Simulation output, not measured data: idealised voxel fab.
A process module follows: voxel self aligned contacts.
Shown is cross-section cut, with a width of 170 nm and square cells of size 5 nm.
Reading order for cross-sections: top band down to bottom band. Underlying form: a grid of square cells. Band size: one or more rows of cells. Band: top height; bottom height; in nm. Then, left to right: material with width in nm, for each material. "edge to edge": a single material spanning edge to edge. "blank": empty space. All heights in this document are referenced to 0, defined as the level beneath which the wafer, as received, consists entirely of one material. The lowest band is not bounded below; it extends indefinitely downward and is written in the form "from 0 down". Note: "30..40" means the width goes from the first number (top row of the band) to the second number (bottom row) in equal steps per row of cells. Key: "nothing changed" - step with no changed cell in the cross-section. "Voids, sealed" contains a list of empty spaces, each no smaller than 8 cells and without an open way to the top, written in the form width x height at distance with the distance from the left edge and all three in nm. Post-settings text on a step line: simulator's own remark regarding the step. overlay nm: right-of-plan distance of the mask on a masked step; negative values mean left-of-plan.
THE PROCESS STEPS THAT WERE PLANNED ARE LISTED BELOW
1: RECEIVE (material Si)
2: CONFORMAL_DEP (material SiO2; thk nm 5)
3: DIRECTIONAL_DEP (material polySi; thk nm 25)
4: DIRECTIONAL_DEP (material SiN; thk nm 20)
5: PATTERN (tone cover; mask id GATE; material resist; width nm 25; pitch nm 60; thk nm 20; overlay nm 0)
6: DIRECTIONAL_ETCH (etch materials SiN; depth nm 20)
7: DIRECTIONAL_ETCH (etch materials polySi; depth nm 25)
8: STRIP (etch materials resist)
9: CONFORMAL_DEP (material SiN; thk nm 5)
10: DIRECTIONAL_ETCH (etch materials SiN; depth nm 5)
11: FILL_DEP (material SiO2; thk nm 15)
12: CMP (height nm 55)
13: DIRECTIONAL_DEP (material aC; thk nm 10)
14: PATTERN (tone open; mask id CONTACT; material resist; width nm 45; thk nm 25; overlay nm 0)
15: DIRECTIONAL_ETCH (etch materials aC; depth nm 10)
16: STRIP (etch materials resist)
17: DIRECTIONAL_ETCH (etch materials SiO2; depth nm 55)
18: STRIP (etch materials aC)
19: CONFORMAL_DEP (material TiN; thk nm 5)
20: FILL_DEP (material Ru; thk nm 5)
21: CMP (height nm 55)
22: CONFORMAL_DEP (material SiCN; thk nm 5)
CROSS-SECTION OF THE WAFER UPON ARRIVAL, REPRESENTING THE STATE REACHED AFTER STEP 1
  from 0 down | Si edge to edge
  Voids, sealed: none
FIRST WAFER OF TWO, SECTIONED AT END OF MODULE; RUN WENT PER PLAN
  from 60 to 55 | SiCN edge to edge
  from 55 to 50 | SiO2 (60) | TiN (15) | Ru (15) | TiN (15) | SiO2 (65)
  from 50 to 30 | SiO2 (35) | SiN (35) | TiN (5) | Ru (15) | TiN (5) | SiN (35) | SiO2 (40)
  from 30 to 5 | SiO2 (35) | SiN (5) | polySi (25) | SiN (5) | TiN (5) | Ru (15) | TiN (5) | SiN (5) | polySi (25) | SiN (5) | SiO2 (40)
  from 5 to 0 | SiO2 (70) | TiN (25) | SiO2 (75)
  from 0 down | Si edge to edge
  Voids, sealed: none
MODULE END: CROSS-SECTION OF WAFER TWO OF TWO. SAME START AND PROCESS PLAN AS THE FIRST WAFER. ONE MISTAKE DURING EXECUTION
  from 60 to 55 | SiCN edge to edge
  from 55 to 50 | SiO2 (35) | SiN (35) | TiN (25) | SiN (35) | SiO2 (40)
  from 50 to 30 | SiN edge to edge
  from 30 to 5 | polySi edge to edge
  from 5 to 0 | SiO2 edge to edge
  from 0 down | Si edge to edge
  Voids, sealed: none
So what did we get wrong on this run? regarding the plan, step 4 was run twice
At the finish, the second wafer shows more or fewer cells for some materials than the first does: Ru -30, SiN +74, SiO2 -140, TiN -24, polySi +120
